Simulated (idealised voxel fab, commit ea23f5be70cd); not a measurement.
Proc. module: voxel released beams
210 nm wide, 5 nm square cells: that's cross-section cut.
Throughout this document, each cross-section is represented as a grid of square cells and is presented as a sequence of bands enumerated from the top downward, where a band comprises one or more rows of cells.
Each band's line starts with the height of the band's top and of its bottom, in nm. Then come its materials from left to right, each with its width in nm. One material with "full width" fills the band from edge to edge. "empty" is empty space.
Heights are expressed relative to 0, this being the level below which the as-received wafer comprises one material exclusively. The lowest band is unbounded in the downward direction and is denoted as in "0..down".
Think of "30 to 40" as a width that walks from the first number to the second as you go down the band, top row to bottom row, taking equal-sized steps from row to row.
"nothing altered" after a step means that no cell of the cross-section changed.
Under "Unvented cavities" you'll find the enclosed gaps, the ones with no way out to the top, that are 8 cells or bigger; each reads width x height at distance, with distance counted from the left edge, everything in nm.
Heads up: the bit after the settings on a step's line is the simulator's remark on that step.
"overlay nm" denotes, for a step that has a mask, the displacement of the mask to the right of its planned place, with negative values corresponding to the left.

plan
- 1: op RECEIVE | material Si
- 2: op CONFORMAL_DEP | material SiN | thk nm 5
- 3: op DIRECTIONAL_DEP | material SiO2 | thk nm 10
- 4: op DIRECTIONAL_DEP | material aC | thk nm 15
- 5: op PATTERN | tone open | mask id ANCHOR | material resist | width nm 35 | thk nm 35 | overlay nm 0
- 6: op DIRECTIONAL_ETCH | etch materials aC | depth nm 15
- 7: op STRIP | etch materials resist
- 8: op DIRECTIONAL_ETCH | etch materials SiO2 | depth nm 10
- 9: op STRIP | etch materials aC
- 10: op CONFORMAL_DEP | material W | thk nm 15
- 11: op DIRECTIONAL_DEP | material aC | thk nm 15
- 12: op PATTERN | tone cover | mask id BEAM | material resist | width nm 120 | thk nm 30 | overlay nm 0
- 13: op DIRECTIONAL_ETCH | etch materials aC | depth nm 15
- 14: op STRIP | etch materials resist
- 15: op DIRECTIONAL_ETCH | etch materials W | depth nm 15
- 16: op STRIP | etch materials aC
- 17: op STRIP | etch materials SiO2

Wafer as received: cross-section following step 1
  0..down = Si full width
  Unvented cavities: none

Look at the cross-section after the module: the wafer started out the way shown above and the plan was the one shown above, yet one mistake was made along the way
  30..15 = empty 40 nm | W 120 nm | empty 50 nm
  15..5 = empty 50 nm | W 25 nm | empty 135 nm
  5..0 = SiN full width
  0..down = Si full width
  Unvented cavities: none
Deviation noted in wafer processing: step 5 changed vs plan, executed as op PATTERN | tone open | mask id ANCHOR | material resist | width nm 25 | thk nm 35 | overlay nm 0
